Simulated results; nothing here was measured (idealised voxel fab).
A process module follows: voxel spacer lines.
Square cell edge 5 nm, section width 150 nm, ID cut.
Format of a cross-section: grid, square cells. Given as bands. Order: top down. Band: one or more rows of cells. Within each band entry, the heights of the top and of the bottom of the band appear first, in that order and in nm; the materials of the band then follow from left to right, each with its corresponding width in nm. The designation "edge to edge" on a single material indicates that it fills the band from edge to edge; the designation "empty" indicates empty space. Height datum 0, below which the as-received substrate wafer is one material. Lowest band open at the bottom, running downward: "0 and below". With a width like "30..40", each row of cells in the band differs from the next by the same amount, the top row carrying the first number and the bottom row the second. Where the words "no alterations made" appear for a step, the cross-section shows no cell changed by that step; every cell remained as before. Empty spaces without an open route to the top, at least 8 cells in extent, make up the entry "Catalogued sealed voids"; each is given as width x height at distance, where the distance is measured from the left edge, and all are in nm. after a step's settings: what the simulator itself notes on the step. What "overlay nm" on a step's line means: if the step has a mask, that mask lay this far to the right of its planned place, or, when the value is negative, to the left.
-- The planned process steps are enumerated hereunder
- 1: RECEIVE, material Si
- 2: CONFORMAL_DEP, material Al2O3, thk nm 5
- 3: DIRECTIONAL_DEP, material SiN, thk nm 20
- 4: DIRECTIONAL_DEP, material aC, thk nm 20
- 5: PATTERN, tone cover, mask id MANDREL, material resist, width nm 25, pitch nm 80, thk nm 30, overlay nm 0
- 6: DIRECTIONAL_ETCH, etch materials aC, depth nm 20
- 7: STRIP, etch materials resist
- 8: CONFORMAL_DEP, material SiO2, thk nm 15
- 9: DIRECTIONAL_ETCH, etch materials SiO2, depth nm 15
- 10: STRIP, etch materials aC
- 11: DIRECTIONAL_ETCH, etch materials SiN, depth nm 20
- 12: STRIP, etch materials SiO2
-- As-received state of the wafer in cross-section, equivalent to post-step 1
  0 and below: Si edge to edge
  Catalogued sealed voids: none
-- The plan above was carried out on the starting structure above with one mistake, and this cross-section shows the wafer at the end of the module
  25 down to 5: 5 of empty; 15 of SiN; 30 of empty; 15 of SiN; 20 of empty; 15 of SiN; 30 of empty; 15 of SiN; 5 of empty
  5 down to 0: Al2O3 edge to edge
  0 and below: Si edge to edge
  Catalogued sealed voids: none
what went wrong: step 5 was processed under conditions differing from the plan, specifically as PATTERN, tone cover, mask id MANDREL, material resist, width nm 30, pitch nm 80, thk nm 30, overlay nm 0
